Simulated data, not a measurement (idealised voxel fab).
Process module, titled voxel ribs on slabs
The cross-section on display is named cut; it measures 235 nm wide, and its cells are 5 nm squares.
How to read a cross-section here: the picture is a grid of square cells, written as bands going from the top down, and any band can span one or more rows of cells. First you get the band's top height and its bottom height, in nm, and then the materials it's made of, left to right, with each width in nm. If you see a single material with "throughout", that one covers the band edge to edge. "air" is empty space. All heights in this document are referenced to 0, defined as the level beneath which the wafer, as received, consists entirely of one material. The lowest band is not bounded below; it extends indefinitely downward and is written in the form "0..down". It should be noted that a width expressed as "30 to 40" varies in equal increments from row to row of cells within the band, taking the value of the first number at the top row and that of the second number at the bottom row. The designation "nothing was modified", where it is given for a processing step, indicates that no cell of the cross-section was altered in the course of that step. The list in "Closed void register" covers empty spaces of 8 cells or more that cannot reach the top through any open way, and it gives each as width x height at distance; the distance is from the left edge, and width, height and distance are in nm. That trailing text on a step's line, after the settings, is the simulator's own remark on the step. A step's line can hold "overlay nm"; with a mask on that step, the setting says how far right of the planned place the mask lay, while a negative setting says it lay to the left.

[The steps planned for the process are as follows]
1: RECEIVE | material Si
2: DIRECTIONAL_DEP | material SiO2 | thk nm 30
3: DIRECTIONAL_DEP | material polySi | thk nm 15
4: MASKED_ETCH | tone cover | mask id RIB | width nm 30 | etch materials polySi | depth nm 10 | overlay nm 0
5: PATTERN | tone cover | mask id SLAB | material resist | width nm 90 | thk nm 15 | overlay nm 0
6: DIRECTIONAL_ETCH | etch materials polySi | depth nm 5
7: STRIP | etch materials resist
8: FILL_DEP | material SiO2 | thk nm 15
9: CMP | height nm 55
10: DIRECTIONAL_DEP | material TiN | thk nm 5
11: DIRECTIONAL_DEP | material aC | thk nm 10
12: PATTERN | tone cover | mask id HEATER | material resist | width nm 40 | thk nm 25 | overlay nm 0
13: DIRECTIONAL_ETCH | etch materials aC | depth nm 10
14: STRIP | etch materials resist
15: DIRECTIONAL_ETCH | etch materials TiN | depth nm 5
16: STRIP | etch materials aC
17: CONFORMAL_DEP | material SiN | thk nm 10

[First of two wafers, processed according to plan]

[As-received wafer cross-section (after step 1)]
	0..down  Si throughout
	Closed void register: none

[Cross-section of the wafer after step 2]
	30..0  SiO2 throughout
	Below 0, no change.

[Cross-section of the wafer after step 3]
	45..30  polySi throughout
	Below 30, no change.

[Cross-section of the wafer after step 4]
	45..35  100 air  30 polySi  105 air
	Below 35, no change.

[Cross-section of the wafer after step 5]
	60..45  70 air  90 resist  75 air
	45..35  70 air  30 resist  30 polySi  30 resist  75 air
	Below 35, no change.

[Cross-section of the wafer after step 6]
	60..45  70 air  90 resist  75 air
	45..35  70 air  30 resist  30 polySi  30 resist  75 air
	35..30  70 air  90 polySi  75 air
	Below 30, no change.

[Cross-section of the wafer after step 7]
	45..35  100 air  30 polySi  105 air
	Below 35, no change.

[Cross-section of the wafer after step 8]
	60..45  SiO2 throughout
	45..35  100 SiO2  30 polySi  105 SiO2
	35..30  70 SiO2  90 polySi  75 SiO2
	Below 30, no change.

[Cross-section of the wafer after step 9]
	55..45  SiO2 throughout
	Below 45, no change.

[Cross-section of the wafer after step 10]
	60..55  TiN throughout
	Below 55, no change.

[Cross-section of the wafer after step 11]
	70..60  aC throughout
	Below 60, no change.

[Cross-section of the wafer after step 12]
	95..70  95 air  40 resist  100 air
	Below 70, no change.

[Cross-section of the wafer after step 13]
	85..70  95 air  40 resist  100 air
	70..60  95 air  40 aC  100 air
	Below 60, no change.

[Cross-section of the wafer after step 14]
	70..60  95 air  40 aC  100 air
	Below 60, no change.

[Cross-section of the wafer after step 15]
	70..60  95 air  40 aC  100 air
	60..55  95 air  40 TiN  100 air
	Below 55, no change.

[Cross-section of the wafer after step 16]
	60..55  95 air  40 TiN  100 air
	Below 55, no change.

[Cross-section of the wafer after step 17]
	70..65  85 air  60 SiN  90 air
	65..60  SiN throughout
	60..55  95 SiN  40 TiN  100 SiN
	Below 55, no change.

[Second wafer - shared start and plan with the first - one error in running - same as the first up to step 1 inclusive]

[Second wafer: cross-section at the scheduled end of step 2]
	15..0  polySi throughout
	Below 0, no change.

[Second wafer: cross-section at the scheduled end of step 3]
	45..15  SiO2 throughout
	Below 15, no change.

Second wafer: cross-section at the scheduled end of step 4: nothing was modified

[Second wafer: cross-section at the scheduled end of step 5]
	60..45  70 air  90 resist  75 air
	Below 45, no change.

Second wafer: cross-section at the scheduled end of step 6: nothing was modified

[Second wafer: cross-section at the scheduled end of step 7]
	45..15  SiO2 throughout
	Below 15, no change.

[Second wafer: cross-section at the scheduled end of step 8]
	60..15  SiO2 throughout
	Below 15, no change.

[Second wafer: cross-section at the scheduled end of step 9]
	55..15  SiO2 throughout
	Below 15, no change.

[Second wafer: cross-section at the scheduled end of step 10]
	60..55  TiN throughout
	Below 55, no change.

[Second wafer: cross-section at the scheduled end of step 11]
	70..60  aC throughout
	Below 60, no change.

[Second wafer: cross-section at the scheduled end of step 12]
	95..70  95 air  40 resist  100 air
	Below 70, no change.

[Second wafer: cross-section at the scheduled end of step 13]
	85..70  95 air  40 resist  100 air
	70..60  95 air  40 aC  100 air
	Below 60, no change.

[Second wafer: cross-section at the scheduled end of step 14]
	70..60  95 air  40 aC  100 air
	Below 60, no change.

[Second wafer: cross-section at the scheduled end of step 15]
	70..60  95 air  40 aC  100 air
	60..55  95 air  40 TiN  100 air
	Below 55, no change.

[Second wafer: cross-section at the scheduled end of step 16]
	60..55  95 air  40 TiN  100 air
	Below 55, no change.

[Second wafer: cross-section at the scheduled end of step 17]
	70..65  85 air  60 SiN  90 air
	65..60  SiN throughout
	60..55  95 SiN  40 TiN  100 SiN
	Below 55, no change.
The plan and the run diverged here: the processing plan was not followed for steps 2 and 3, which were run with their positions exchanged
Heads up, by the end the second wafer has more or fewer cells of some materials compared to the first: SiO2 -111, polySi +111
